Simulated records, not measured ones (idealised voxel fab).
process module | voxel self aligned contacts
cross-section cut | 280 nm wide | cells 5 nm
A cross-section is a grid of square cells, given in bands from the top down. A band is one or more rows of cells.
Each band's line starts with the height of the band's top and of its bottom, in nm. Then come its materials from left to right, each with its width in nm. One material with "throughout" fills the band from edge to edge. "air" is empty space.
Height 0 is the level under which the wafer as received is all one material. The lowest band goes on downwards, as in "0 down".
A width such as "30 to 40" changes by the same amount from each row of cells to the next, from the band's top row to its bottom row.
"no change" after a step means that no cell of the cross-section changed.
closed voids: empty space of 8 cells or more with no open way to the top, each as width x height at its distance from the left edge, in nm
after a step's settings: what the simulator itself notes on the step
overlay nm, on a step with a mask: how far to the right of its planned place the mask lay; to the left if negative
plan
1 op RECEIVE | material Si
2 op OXIDIZE | depth nm 5
3 op DIRECTIONAL_DEP | material polySi | thk nm 25
4 op DIRECTIONAL_DEP | material SiN | thk nm 20
5 op MASKED_ETCH | tone cover | mask id GATE | width nm 30 | pitch nm 65 | etch materials SiN | depth nm 10 | overlay nm 0
6 op MASKED_ETCH | tone cover | mask id GATE | width nm 30 | pitch nm 65 | etch materials polySi | depth nm 25 | overlay nm 0
7 op CONFORMAL_DEP | material SiN | thk nm 10
8 op DIRECTIONAL_ETCH | etch materials SiN | depth nm 10
9 op FILL_DEP | material SiO2 | thk nm 10
10 op CMP | height nm 50
11 op PATTERN | tone open | mask id CONTACT | material resist | width nm 45 | pitch nm 65 | thk nm 15 | overlay nm 0
12 op DIRECTIONAL_ETCH | etch materials SiO2 | depth nm 55
13 op STRIP | etch materials resist
14 op CONFORMAL_DEP | material TiN | thk nm 5
15 op FILL_DEP | material W | thk nm 5
16 op CMP | height nm 50
17 op CONFORMAL_DEP | material SiCN | thk nm 5
varied across the wafers: depth nm of step 5. The plan shows the first wafer's value. All wafers start alike
first wafer as received, after step 1
  0 down: Si throughout
  closed voids: none
first wafer at the end, after step 17
  55 to 50: SiCN throughout
  50 to 45: SiO2 85 | TiN 20 | W 5 | TiN 20 | SiO2 20 | TiN 20 | W 5 | TiN 20 | SiO2 85
  45 to 40: SiO2 50 | SiN 50 | TiN 5 | W 5 | TiN 5 | SiN 50 | TiN 5 | W 5 | TiN 5 | SiN 50 | SiO2 50
  40 to 35: SiO2 50 | SiN 50 | TiN 15 | SiN 50 | TiN 15 | SiN 50 | SiO2 50
  35 to 25: SiN throughout
  25 to 0: polySi throughout
  0 to -5: SiO2 throughout
  -5 down: Si throughout
  closed voids: none
last wafer at the end
  55 to 50: SiCN throughout
  50 to 45: SiO2 85 | TiN 20 | W 5 | TiN 20 | SiO2 20 | TiN 20 | W 5 | TiN 20 | SiO2 85
  45 to 25: SiO2 50 | SiN 50 | TiN 5 | W 5 | TiN 5 | SiN 50 | TiN 5 | W 5 | TiN 5 | SiN 50 | SiO2 50
  25 to 0: SiO2 50 | SiN 10 | polySi 30 | SiN 10 | TiN 5 | W 5 | TiN 5 | SiN 10 | polySi 30 | SiN 10 | TiN 5 | W 5 | TiN 5 | SiN 10 | polySi 30 | SiN 10 | SiO2 50
  0 to -5: SiO2 100 | TiN 15 | SiO2 50 | TiN 15 | SiO2 100
  -5 down: Si throughout
  closed voids: none
each wafer at the end: cells of each material gained (+) or lost (-) since it was received, then its closed voids
depth nm 10 | -56 Si | +56 SiCN | +172 SiN | +134 SiO2 | +26 TiN | +4 W | +280 polySi | closed voids: none
depth nm 15 | -56 Si | +56 SiCN | +146 SiN | +154 SiO2 | +30 TiN | +6 W | +280 polySi | closed voids: none
depth nm 20 | -56 Si | +56 SiCN | +180 SiN | +268 SiO2 | +58 TiN | +20 W | +90 polySi | closed voids: none
depth nm 25 | -56 Si | +56 SiCN | +180 SiN | +268 SiO2 | +58 TiN | +20 W | +90 polySi | closed voids: none
depth nm 30 | -56 Si | +56 SiCN | +180 SiN | +268 SiO2 | +58 TiN | +20 W | +90 polySi | closed voids: none
depth nm 35 | -56 Si | +56 SiCN | +180 SiN | +268 SiO2 | +58 TiN | +20 W | +90 polySi | closed voids: none
